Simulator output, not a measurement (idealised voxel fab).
Process module name: voxel self aligned contacts
Section cut is 210 nm wide and gridded with 5 nm square cells.
We lay out every cross-section as a grid of square cells and spell it out in bands from the top down, where one band means one or more rows of cells.
Band: top and bottom heights (nm) first, top before bottom; then materials from left to right, widths in nm. "throughout" marks a sole material filling the band edge to edge. "empty" denotes empty space.
The reference from which all heights are counted is 0, the level beneath which the as-received wafer is entirely one material; the lowest band, having no lower bound, proceeds downward and is written after the example "0 and below".
The notation "30->40" denotes a width that varies across the rows of cells in the band, beginning at the first number in the top row, finishing at the second number in the bottom row, and changing by an identical amount from each row to the next.
No cell of the cross-section changed in a step that is given as "changes: none".
"Sealed void listing" contains a list of empty spaces, each no smaller than 8 cells and without an open way to the top, written in the form width x height at distance with the distance from the left edge and all three in nm.
On each step's line, the part that comes after the settings is the simulator's own comment on the step.
When a step includes a mask, the "overlay nm" setting on its line states how far to the right of its planned place that mask lay, and negative values state how far to the left.
Process steps foreseen in the plan
step 1: RECEIVE, material Si
step 2: OXIDIZE, depth nm 5
step 3: DIRECTIONAL_DEP, material polySi, thk nm 25
step 4: DIRECTIONAL_DEP, material SiN, thk nm 20
step 5: PATTERN, tone cover, mask id GATE, material resist, width nm 30, pitch nm 55, thk nm 15, overlay nm 0
step 6: DIRECTIONAL_ETCH, etch materials SiN, depth nm 20
step 7: DIRECTIONAL_ETCH, etch materials polySi, depth nm 25
step 8: STRIP, etch materials resist
step 9: CONFORMAL_DEP, material SiN, thk nm 5
step 10: DIRECTIONAL_ETCH, etch materials SiN, depth nm 5
step 11: FILL_DEP, material SiO2, thk nm 15
step 12: CMP, height nm 55
step 13: PATTERN, tone open, mask id CONTACT, material resist, width nm 35, pitch nm 55, thk nm 15, overlay nm 0
step 14: DIRECTIONAL_ETCH, etch materials SiO2, depth nm 60
step 15: STRIP, etch materials resist
step 16: CONFORMAL_DEP, material TiN, thk nm 5
step 17: FILL_DEP, material W, thk nm 10
step 18: CMP, height nm 55
step 19: CONFORMAL_DEP, material SiCN, thk nm 5
Wafer as received: cross-section following step 1
  0 and below  Si throughout
  Sealed void listing: none
Cross-sectional image of the first of two wafers at the end of the module, the run having proceeded as planned
  60 down to 55  SiCN throughout
  55 down to 45  SiO2=60 / TiN=5->15 / W=25->5 / TiN=5->15 / SiO2=20 / TiN=5->15 / W=25->5 / TiN=5->15 / SiO2=60
  45 down to 25  SiO2=30 / SiN=40 / TiN=5 / W=5 / TiN=5 / SiN=40 / TiN=5 / W=5 / TiN=5 / SiN=40 / SiO2=30
  25 down to 0  SiO2=30 / SiN=5 / polySi=30 / SiN=5 / TiN=5 / W=5 / TiN=5 / SiN=5 / polySi=30 / SiN=5 / TiN=5 / W=5 / TiN=5 / SiN=5 / polySi=30 / SiN=5 / SiO2=30
  0 down to -5  SiO2=70 / TiN=15 / SiO2=40 / TiN=15 / SiO2=70
  -5 and below  Si throughout
  Sealed void listing: none
Same start, same plan as the first wafer - but one mistake in the run. Cross-section of the second of the two at the end of the module
  60 down to 55  SiCN throughout
  55 down to 45  SiO2=60 / TiN=5->15 / W=25->5 / TiN=5->15 / SiO2=20 / TiN=5->15 / W=25->5 / TiN=5->15 / SiO2=60
  45 down to 25  SiO2=30 / SiN=5 / polySi=30 / SiN=5 / TiN=5 / W=5 / TiN=5 / SiN=5 / polySi=30 / SiN=5 / TiN=5 / W=5 / TiN=5 / SiN=5 / polySi=30 / SiN=5 / SiO2=30
  25 down to 20  SiO2=30 / SiN=5 / polySi=30 / SiN=5 / TiN=15 / SiN=5 / polySi=30 / SiN=5 / TiN=15 / SiN=5 / polySi=30 / SiN=5 / SiO2=30
  20 down to 0  polySi throughout
  0 down to -5  SiO2 throughout
  -5 and below  Si throughout
  Sealed void listing: none
Deviation noted in wafer processing: rather than as planned, step 4 actually ran as DIRECTIONAL_DEP, material polySi, thk nm 20
Wrapping up, a cell-based count of both wafers puts the second over or under the first for these materials: SiN: 96 fewer, SiO2: 42 fewer, TiN: 20 fewer, W: 10 fewer, polySi: 168 more
